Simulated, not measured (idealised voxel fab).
Process module in this document: voxel transistor to metal
Pictured: cross-section cut, 300 nm wide, on a grid of 5 nm square cells.
Cross-section format: a grid of square cells, given as bands from top to bottom; each band is one or more rows of cells. Top height, bottom height, nm. Materials left to right, width each, nm. Single material + "edge to edge" = fills band edge to edge. "blank" = empty. Height 0 is the level under which the wafer as received is all one material. The lowest band goes on downwards, as in "0..down". A width such as "30->40" changes by the same amount from each row of cells to the next, from the band's top row to its bottom row. "no change" means the step left every cell of the cross-section as it was. Look at "Sealed void listing" for the closed voids: empty spaces with no open path to the top, sized 8 cells or up. Each is width x height at distance, distance from the left edge, all nm. Step line, after settings: the simulator's comment on this step. The setting "overlay nm" may be written on the line of a step. When the step uses a mask, the value reports how far to the right of the planned place the mask lay, and a negative value reports that it lay to the left.

THE PLANNED PROCESS STEPS ARE ENUMERATED HEREUNDER
1 RECEIVE | material Si
2 OXIDIZE | depth nm 5
3 CONFORMAL_DEP | material SiN | thk nm 15
4 MASKED_ETCH | tone cover | mask id ACTIVE | width nm 105 | pitch nm 125 | etch materials SiN | depth nm 15 | overlay nm 0
5 MASKED_ETCH | tone cover | mask id ACTIVE | width nm 105 | pitch nm 125 | etch materials SiO2 | depth nm 5 | overlay nm 0
6 MASKED_ETCH | tone cover | mask id ACTIVE | width nm 105 | pitch nm 125 | etch materials Si | depth nm 35 | overlay nm 0
7 FILL_DEP | material SiO2 | thk nm 5
8 CMP | height nm 15
9 SELECTIVE_ETCH | etch materials SiO2 | depth nm 15
10 STRIP | etch materials SiN
11 SELECTIVE_ETCH | etch materials SiO2 | depth nm 5
12 OXIDIZE | depth nm 5
13 DIRECTIONAL_DEP | material polySi | thk nm 20
14 DIRECTIONAL_DEP | material SiCN | thk nm 15
15 MASKED_ETCH | tone cover | mask id GATE | width nm 25 | pitch nm 125 | etch materials SiCN | depth nm 25 | overlay nm 0
16 MASKED_ETCH | tone cover | mask id GATE | width nm 25 | pitch nm 125 | etch materials polySi | depth nm 30 | overlay nm 0
17 CONFORMAL_DEP | material SiN | thk nm 10
18 DIRECTIONAL_ETCH | etch materials SiN | depth nm 10
19 DIRECTIONAL_ETCH | etch materials SiO2 | depth nm 5
20 DIRECTIONAL_ETCH | etch materials Si | depth nm 15
21 EPI | material pSi | thk nm 20
22 FILL_DEP | material SiO2 | thk nm 10
23 CMP | height nm 30
24 DIRECTIONAL_DEP | material SiO2 | thk nm 15
25 PATTERN | tone open | mask id CONTACT | material resist | width nm 15 | thk nm 15 | overlay nm 0
26 DIRECTIONAL_ETCH | etch materials SiO2 | depth nm 35
27 STRIP | etch materials resist
28 CONFORMAL_DEP | material TiN | thk nm 5
29 FILL_DEP | material Ru | thk nm 10
30 CMP | height nm 45
31 CONFORMAL_DEP | material SiCN | thk nm 5
32 DIRECTIONAL_DEP | material lowk | thk nm 20
33 DIRECTIONAL_DEP | material aC | thk nm 10
34 PATTERN | tone open | mask id METAL_1 | material resist | width nm 15 | thk nm 25 | overlay nm 0
35 DIRECTIONAL_ETCH | etch materials aC | depth nm 10
36 STRIP | etch materials resist
37 DIRECTIONAL_ETCH | etch materials lowk | depth nm 20
38 DIRECTIONAL_ETCH | etch materials SiCN | depth nm 5
39 STRIP | etch materials aC
40 CONFORMAL_DEP | material TiN | thk nm 5
41 FILL_DEP | material W | thk nm 10
42 CMP | height nm 70
43 CONFORMAL_DEP | material SiN | thk nm 5

FIRST OF TWO WAFERS: RUN AS PLANNED

CROSS-SECTION OF THE WAFER UPON ARRIVAL, REPRESENTING THE STATE REACHED AFTER STEP 1
    0..down: Si edge to edge
    Sealed void listing: none

THE WAFER IN CROSS-SECTION ONCE STEP 2 IS COMPLETE
    0..-5: SiO2 edge to edge
    Lower than -5, everything is as it was.

THE WAFER IN CROSS-SECTION ONCE STEP 3 IS COMPLETE
    15..0: SiN edge to edge
    Lower than 0, everything is as it was.

THE WAFER IN CROSS-SECTION ONCE STEP 4 IS COMPLETE
    15..0: blank (35); SiN (105); blank (20); SiN (105); blank (35)
    Lower than 0, everything is as it was.

THE WAFER IN CROSS-SECTION ONCE STEP 5 IS COMPLETE
    15..0: blank (35); SiN (105); blank (20); SiN (105); blank (35)
    0..-5: blank (35); SiO2 (105); blank (20); SiO2 (105); blank (35)
    Lower than -5, everything is as it was.

THE WAFER IN CROSS-SECTION ONCE STEP 6 IS COMPLETE
    15..0: blank (35); SiN (105); blank (20); SiN (105); blank (35)
    0..-5: blank (35); SiO2 (105); blank (20); SiO2 (105); blank (35)
    -5..-40: blank (35); Si (105); blank (20); Si (105); blank (35)
    Lower than -40, everything is as it was.

THE WAFER IN CROSS-SECTION ONCE STEP 7 IS COMPLETE
    20..15: SiO2 edge to edge
    15..0: SiO2 (35); SiN (105); SiO2 (20); SiN (105); SiO2 (35)
    0..-5: SiO2 edge to edge
    -5..-40: SiO2 (35); Si (105); SiO2 (20); Si (105); SiO2 (35)
    Lower than -40, everything is as it was.

THE WAFER IN CROSS-SECTION ONCE STEP 8 IS COMPLETE
    15..0: SiO2 (35); SiN (105); SiO2 (20); SiN (105); SiO2 (35)
    Lower than 0, everything is as it was.

THE WAFER IN CROSS-SECTION ONCE STEP 9 IS COMPLETE
    15..0: blank (35); SiN (105); blank (20); SiN (105); blank (35)
    Lower than 0, everything is as it was.

THE WAFER IN CROSS-SECTION ONCE STEP 10 IS COMPLETE
    0..-5: SiO2 edge to edge
    Lower than -5, everything is as it was.

THE WAFER IN CROSS-SECTION ONCE STEP 11 IS COMPLETE
    -5..-40: SiO2 (35); Si (105); SiO2 (20); Si (105); SiO2 (35)
    Lower than -40, everything is as it was.

THE WAFER IN CROSS-SECTION ONCE STEP 12 IS COMPLETE
    -5..-10: SiO2 edge to edge
    Lower than -10, everything is as it was.

THE WAFER IN CROSS-SECTION ONCE STEP 13 IS COMPLETE
    15..-5: polySi edge to edge
    Lower than -5, everything is as it was.

THE WAFER IN CROSS-SECTION ONCE STEP 14 IS COMPLETE
    30..15: SiCN edge to edge
    Lower than 15, everything is as it was.

THE WAFER IN CROSS-SECTION ONCE STEP 15 IS COMPLETE
    30..15: blank (75); SiCN (25); blank (100); SiCN (25); blank (75)
    Lower than 15, everything is as it was.

THE WAFER IN CROSS-SECTION ONCE STEP 16 IS COMPLETE
    30..15: blank (75); SiCN (25); blank (100); SiCN (25); blank (75)
    15..-5: blank (75); polySi (25); blank (100); polySi (25); blank (75)
    Lower than -5, everything is as it was.

THE WAFER IN CROSS-SECTION ONCE STEP 17 IS COMPLETE
    40..30: blank (65); SiN (45); blank (80); SiN (45); blank (65)
    30..15: blank (65); SiN (10); SiCN (25); SiN (10); blank (80); SiN (10); SiCN (25); SiN (10); blank (65)
    15..5: blank (65); SiN (10); polySi (25); SiN (10); blank (80); SiN (10); polySi (25); SiN (10); blank (65)
    5..-5: SiN (75); polySi (25); SiN (100); polySi (25); SiN (75)
    Lower than -5, everything is as it was.

THE WAFER IN CROSS-SECTION ONCE STEP 18 IS COMPLETE
    30..15: blank (65); SiN (10); SiCN (25); SiN (10); blank (80); SiN (10); SiCN (25); SiN (10); blank (65)
    15..-5: blank (65); SiN (10); polySi (25); SiN (10); blank (80); SiN (10); polySi (25); SiN (10); blank (65)
    Lower than -5, everything is as it was.

THE WAFER IN CROSS-SECTION ONCE STEP 19 IS COMPLETE
    30..15: blank (65); SiN (10); SiCN (25); SiN (10); blank (80); SiN (10); SiCN (25); SiN (10); blank (65)
    15..-5: blank (65); SiN (10); polySi (25); SiN (10); blank (80); SiN (10); polySi (25); SiN (10); blank (65)
    -5..-10: blank (65); SiO2 (45); blank (80); SiO2 (45); blank (65)
    Lower than -10, everything is as it was.

THE WAFER IN CROSS-SECTION ONCE STEP 20 IS COMPLETE
    30..15: blank (65); SiN (10); SiCN (25); SiN (10); blank (80); SiN (10); SiCN (25); SiN (10); blank (65)
    15..-5: blank (65); SiN (10); polySi (25); SiN (10); blank (80); SiN (10); polySi (25); SiN (10); blank (65)
    -5..-10: blank (65); SiO2 (45); blank (80); SiO2 (45); blank (65)
    -10..-25: SiO2 (35); blank (30); Si (45); blank (30); SiO2 (20); blank (30); Si (45); blank (30); SiO2 (35)
    Lower than -25, everything is as it was.

THE WAFER IN CROSS-SECTION ONCE STEP 21 IS COMPLETE
    30..15: blank (65); SiN (10); SiCN (25); SiN (10); blank (80); SiN (10); SiCN (25); SiN (10); blank (65)
    15..10: blank (65); SiN (10); polySi (25); SiN (10); blank (80); SiN (10); polySi (25); SiN (10); blank (65)
    10..-5: blank (45); pSi (20); SiN (10); polySi (25); SiN (10); pSi (20); blank (40); pSi (20); SiN (10); polySi (25); SiN (10); pSi (20); blank (45)
    -5..-10: blank (30); pSi (35); SiO2 (45); pSi (35); blank (10); pSi (35); SiO2 (45); pSi (35); blank (30)
    -10..-25: SiO2 (35); pSi (30); Si (45); pSi (30); SiO2 (20); pSi (30); Si (45); pSi (30); SiO2 (35)
    Lower than -25, everything is as it was.

THE WAFER IN CROSS-SECTION ONCE STEP 22 IS COMPLETE
    40..30: SiO2 edge to edge
    30..15: SiO2 (65); SiN (10); SiCN (25); SiN (10); SiO2 (80); SiN (10); SiCN (25); SiN (10); SiO2 (65)
    15..10: SiO2 (65); SiN (10); polySi (25); SiN (10); SiO2 (80); SiN (10); polySi (25); SiN (10); SiO2 (65)
    10..-5: SiO2 (45); pSi (20); SiN (10); polySi (25); SiN (10); pSi (20); SiO2 (40); pSi (20); SiN (10); polySi (25); SiN (10); pSi (20); SiO2 (45)
    -5..-10: SiO2 (30); pSi (35); SiO2 (45); pSi (35); SiO2 (10); pSi (35); SiO2 (45); pSi (35); SiO2 (30)
    Lower than -10, everything is as it was.

THE WAFER IN CROSS-SECTION ONCE STEP 23 IS COMPLETE
    30..15: SiO2 (65); SiN (10); SiCN (25); SiN (10); SiO2 (80); SiN (10); SiCN (25); SiN (10); SiO2 (65)
    Lower than 15, everything is as it was.

THE WAFER IN CROSS-SECTION ONCE STEP 24 IS COMPLETE
    45..30: SiO2 edge to edge
    Lower than 30, everything is as it was.

THE WAFER IN CROSS-SECTION ONCE STEP 25 IS COMPLETE
    60..45: resist (45); blank (15); resist (55); blank (15); resist (40); blank (15); resist (55); blank (15); resist (45)
    Lower than 45, everything is as it was.

THE WAFER IN CROSS-SECTION ONCE STEP 26 IS COMPLETE
    60..45: resist (45); blank (15); resist (55); blank (15); resist (40); blank (15); resist (55); blank (15); resist (45)
    45..30: SiO2 (45); blank (15); SiO2 (55); blank (15); SiO2 (40); blank (15); SiO2 (55); blank (15); SiO2 (45)
    30..15: SiO2 (45); blank (15); SiO2 (5); SiN (10); SiCN (25); SiN (10); SiO2 (5); blank (15); SiO2 (40); blank (15); SiO2 (5); SiN (10); SiCN (25); SiN (10); SiO2 (5); blank (15); SiO2 (45)
    15..10: SiO2 (45); blank (15); SiO2 (5); SiN (10); polySi (25); SiN (10); SiO2 (5); blank (15); SiO2 (40); blank (15); SiO2 (5); SiN (10); polySi (25); SiN (10); SiO2 (5); blank (15); SiO2 (45)
    Lower than 10, everything is as it was.

THE WAFER IN CROSS-SECTION ONCE STEP 27 IS COMPLETE
    45..30: SiO2 (45); blank (15); SiO2 (55); blank (15); SiO2 (40); blank (15); SiO2 (55); blank (15); SiO2 (45)
    Lower than 30, everything is as it was.

THE WAFER IN CROSS-SECTION ONCE STEP 28 IS COMPLETE
    50..45: TiN (50); blank (5); TiN (65); blank (5); TiN (50); blank (5); TiN (65); blank (5); TiN (50)
    45..30: SiO2 (45); TiN (5); blank (5); TiN (5); SiO2 (55); TiN (5); blank (5); TiN (5); SiO2 (40); TiN (5); blank (5); TiN (5); SiO2 (55); TiN (5); blank (5); TiN (5); SiO2 (45)
    30..15: SiO2 (45); TiN (5); blank (5); TiN (5); SiO2 (5); SiN (10); SiCN (25); SiN (10); SiO2 (5); TiN (5); blank (5); TiN (5); SiO2 (40); TiN (5); blank (5); TiN (5); SiO2 (5); SiN (10); SiCN (25); SiN (10); SiO2 (5); TiN (5); blank (5); TiN (5); SiO2 (45)
    15..10: SiO2 (45); TiN (15); SiO2 (5); SiN (10); polySi (25); SiN (10); SiO2 (5); TiN (15); SiO2 (40); TiN (15); SiO2 (5); SiN (10); polySi (25); SiN (10); SiO2 (5); TiN (15); SiO2 (45)
    Lower than 10, everything is as it was.

THE WAFER IN CROSS-SECTION ONCE STEP 29 IS COMPLETE
    60..50: Ru edge to edge
    50..45: TiN (50); Ru (5); TiN (65); Ru (5); TiN (50); Ru (5); TiN (65); Ru (5); TiN (50)
    45..30: SiO2 (45); TiN (5); Ru (5); TiN (5); SiO2 (55); TiN (5); Ru (5); TiN (5); SiO2 (40); TiN (5); Ru (5); TiN (5); SiO2 (55); TiN (5); Ru (5); TiN (5); SiO2 (45)
    30..15: SiO2 (45); TiN (5); Ru (5); TiN (5); SiO2 (5); SiN (10); SiCN (25); SiN (10); SiO2 (5); TiN (5); Ru (5); TiN (5); SiO2 (40); TiN (5); Ru (5); TiN (5); SiO2 (5); SiN (10); SiCN (25); SiN (10); SiO2 (5); TiN (5); Ru (5); TiN (5); SiO2 (45)
    Lower than 15, everything is as it was.

THE WAFER IN CROSS-SECTION ONCE STEP 30 IS COMPLETE
    45..30: SiO2 (45); TiN (5); Ru (5); TiN (5); SiO2 (55); TiN (5); Ru (5); TiN (5); SiO2 (40); TiN (5); Ru (5); TiN (5); SiO2 (55); TiN (5); Ru (5); TiN (5); SiO2 (45)
    Lower than 30, everything is as it was.

THE WAFER IN CROSS-SECTION ONCE STEP 31 IS COMPLETE
    50..45: SiCN edge to edge
    Lower than 45, everything is as it was.

THE WAFER IN CROSS-SECTION ONCE STEP 32 IS COMPLETE
    70..50: lowk edge to edge
    Lower than 50, everything is as it was.

THE WAFER IN CROSS-SECTION ONCE STEP 33 IS COMPLETE
    80..70: aC edge to edge
    Lower than 70, everything is as it was.

THE WAFER IN CROSS-SECTION ONCE STEP 34 IS COMPLETE
    105..80: resist (45); blank (15); resist (55); blank (15); resist (40); blank (15); resist (55); blank (15); resist (45)
    Lower than 80, everything is as it was.

THE WAFER IN CROSS-SECTION ONCE STEP 35 IS COMPLETE
    95..80: resist (45); blank (15); resist (55); blank (15); resist (40); blank (15); resist (55); blank (15); resist (45)
    80..70: aC (45); blank (15); aC (55); blank (15); aC (40); blank (15); aC (55); blank (15); aC (45)
    Lower than 70, everything is as it was.

THE WAFER IN CROSS-SECTION ONCE STEP 36 IS COMPLETE
    80..70: aC (45); blank (15); aC (55); blank (15); aC (40); blank (15); aC (55); blank (15); aC (45)
    Lower than 70, everything is as it was.

THE WAFER IN CROSS-SECTION ONCE STEP 37 IS COMPLETE
    80..70: aC (45); blank (15); aC (55); blank (15); aC (40); blank (15); aC (55); blank (15); aC (45)
    70..50: lowk (45); blank (15); lowk (55); blank (15); lowk (40); blank (15); lowk (55); blank (15); lowk (45)
    Lower than 50, everything is as it was.

THE WAFER IN CROSS-SECTION ONCE STEP 38 IS COMPLETE
    80..70: aC (45); blank (15); aC (55); blank (15); aC (40); blank (15); aC (55); blank (15); aC (45)
    70..50: lowk (45); blank (15); lowk (55); blank (15); lowk (40); blank (15); lowk (55); blank (15); lowk (45)
    50..45: SiCN (45); blank (15); SiCN (55); blank (15); SiCN (40); blank (15); SiCN (55); blank (15); SiCN (45)
    Lower than 45, everything is as it was.

THE WAFER IN CROSS-SECTION ONCE STEP 39 IS COMPLETE
    70..50: lowk (45); blank (15); lowk (55); blank (15); lowk (40); blank (15); lowk (55); blank (15); lowk (45)
    Lower than 50, everything is as it was.

THE WAFER IN CROSS-SECTION ONCE STEP 40 IS COMPLETE
    75..70: TiN (50); blank (5); TiN (65); blank (5); TiN (50); blank (5); TiN (65); blank (5); TiN (50)
    70..50: lowk (45); TiN (5); blank (5); TiN (5); lowk (55); TiN (5); blank (5); TiN (5); lowk (40); TiN (5); blank (5); TiN (5); lowk (55); TiN (5); blank (5); TiN (5); lowk (45)
    50..45: SiCN (45); TiN (15); SiCN (55); TiN (15); SiCN (40); TiN (15); SiCN (55); TiN (15); SiCN (45)
    Lower than 45, everything is as it was.

THE WAFER IN CROSS-SECTION ONCE STEP 41 IS COMPLETE
    85..75: W edge to edge
    75..70: TiN (50); W (5); TiN (65); W (5); TiN (50); W (5); TiN (65); W (5); TiN (50)
    70..50: lowk (45); TiN (5); W (5); TiN (5); lowk (55); TiN (5); W (5); TiN (5); lowk (40); TiN (5); W (5); TiN (5); lowk (55); TiN (5); W (5); TiN (5); lowk (45)
    Lower than 50, everything is as it was.

THE WAFER IN CROSS-SECTION ONCE STEP 42 IS COMPLETE
    70..50: lowk (45); TiN (5); W (5); TiN (5); lowk (55); TiN (5); W (5); TiN (5); lowk (40); TiN (5); W (5); TiN (5); lowk (55); TiN (5); W (5); TiN (5); lowk (45)
    Lower than 50, everything is as it was.

THE WAFER IN CROSS-SECTION ONCE STEP 43 IS COMPLETE
    75..70: SiN edge to edge
    Lower than 70, everything is as it was.

FOR THE SECOND WAFER, TAKE THE FIRST WAFER'S START AND PLAN, THEN ADD ONE MISTAKE MADE IN RUNNING IT; EVERYTHING THROUGH STEP 33, THAT STEP INCLUDED, IS SHARED WITH THE FIRST

CROSS-SECTION: SECOND WAFER, TIME AT WHICH STEP 34 WAS SCHEDULED TO END
    105..80: blank (45); resist (15); blank (55); resist (15); blank (40); resist (15); blank (55); resist (15); blank (45)
    Lower than 80, everything is as it was.

CROSS-SECTION: SECOND WAFER, TIME AT WHICH STEP 35 WAS SCHEDULED TO END
    95..80: blank (45); resist (15); blank (55); resist (15); blank (40); resist (15); blank (55); resist (15); blank (45)
    80..70: blank (45); aC (15); blank (55); aC (15); blank (40); aC (15); blank (55); aC (15); blank (45)
    Lower than 70, everything is as it was.

CROSS-SECTION: SECOND WAFER, TIME AT WHICH STEP 36 WAS SCHEDULED TO END
    80..70: blank (45); aC (15); blank (55); aC (15); blank (40); aC (15); blank (55); aC (15); blank (45)
    Lower than 70, everything is as it was.

CROSS-SECTION: SECOND WAFER, TIME AT WHICH STEP 37 WAS SCHEDULED TO END
    80..70: blank (45); aC (15); blank (55); aC (15); blank (40); aC (15); blank (55); aC (15); blank (45)
    70..50: blank (45); lowk (15); blank (55); lowk (15); blank (40); lowk (15); blank (55); lowk (15); blank (45)
    Lower than 50, everything is as it was.

CROSS-SECTION: SECOND WAFER, TIME AT WHICH STEP 38 WAS SCHEDULED TO END
    80..70: blank (45); aC (15); blank (55); aC (15); blank (40); aC (15); blank (55); aC (15); blank (45)
    70..50: blank (45); lowk (15); blank (55); lowk (15); blank (40); lowk (15); blank (55); lowk (15); blank (45)
    50..45: blank (45); SiCN (15); blank (55); SiCN (15); blank (40); SiCN (15); blank (55); SiCN (15); blank (45)
    Lower than 45, everything is as it was.

CROSS-SECTION: SECOND WAFER, TIME AT WHICH STEP 39 WAS SCHEDULED TO END
    70..50: blank (45); lowk (15); blank (55); lowk (15); blank (40); lowk (15); blank (55); lowk (15); blank (45)
    Lower than 50, everything is as it was.

CROSS-SECTION: SECOND WAFER, TIME AT WHICH STEP 40 WAS SCHEDULED TO END
    75..70: blank (40); TiN (25); blank (45); TiN (25); blank (30); TiN (25); blank (45); TiN (25); blank (40)
    70..50: blank (40); TiN (5); lowk (15); TiN (5); blank (45); TiN (5); lowk (15); TiN (5); blank (30); TiN (5); lowk (15); TiN (5); blank (45); TiN (5); lowk (15); TiN (5); blank (40)
    50..45: TiN (45); SiCN (15); TiN (55); SiCN (15); TiN (40); SiCN (15); TiN (55); SiCN (15); TiN (45)
    Lower than 45, everything is as it was.

CROSS-SECTION: SECOND WAFER, TIME AT WHICH STEP 41 WAS SCHEDULED TO END
    85..75: W edge to edge
    75..70: W (40); TiN (25); W (45); TiN (25); W (30); TiN (25); W (45); TiN (25); W (40)
    70..50: W (40); TiN (5); lowk (15); TiN (5); W (45); TiN (5); lowk (15); TiN (5); W (30); TiN (5); lowk (15); TiN (5); W (45); TiN (5); lowk (15); TiN (5); W (40)
    Lower than 50, everything is as it was.

CROSS-SECTION: SECOND WAFER, TIME AT WHICH STEP 42 WAS SCHEDULED TO END
    70..50: W (40); TiN (5); lowk (15); TiN (5); W (45); TiN (5); lowk (15); TiN (5); W (30); TiN (5); lowk (15); TiN (5); W (45); TiN (5); lowk (15); TiN (5); W (40)
    Lower than 50, everything is as it was.

CROSS-SECTION: SECOND WAFER, TIME AT WHICH STEP 43 WAS SCHEDULED TO END
    75..70: SiN edge to edge
    Lower than 70, everything is as it was.
Plan not followed: in deviation from the planned setting, step 34 was conducted as PATTERN | tone cover | mask id METAL_1 | material resist | width nm 15 | thk nm 25 | overlay nm 0
The final cell counts differ between the wafers, with the second having more or fewer of some materials than the first: 36 fewer of SiCN; 36 more of TiN; 144 more of W; 144 fewer of lowk
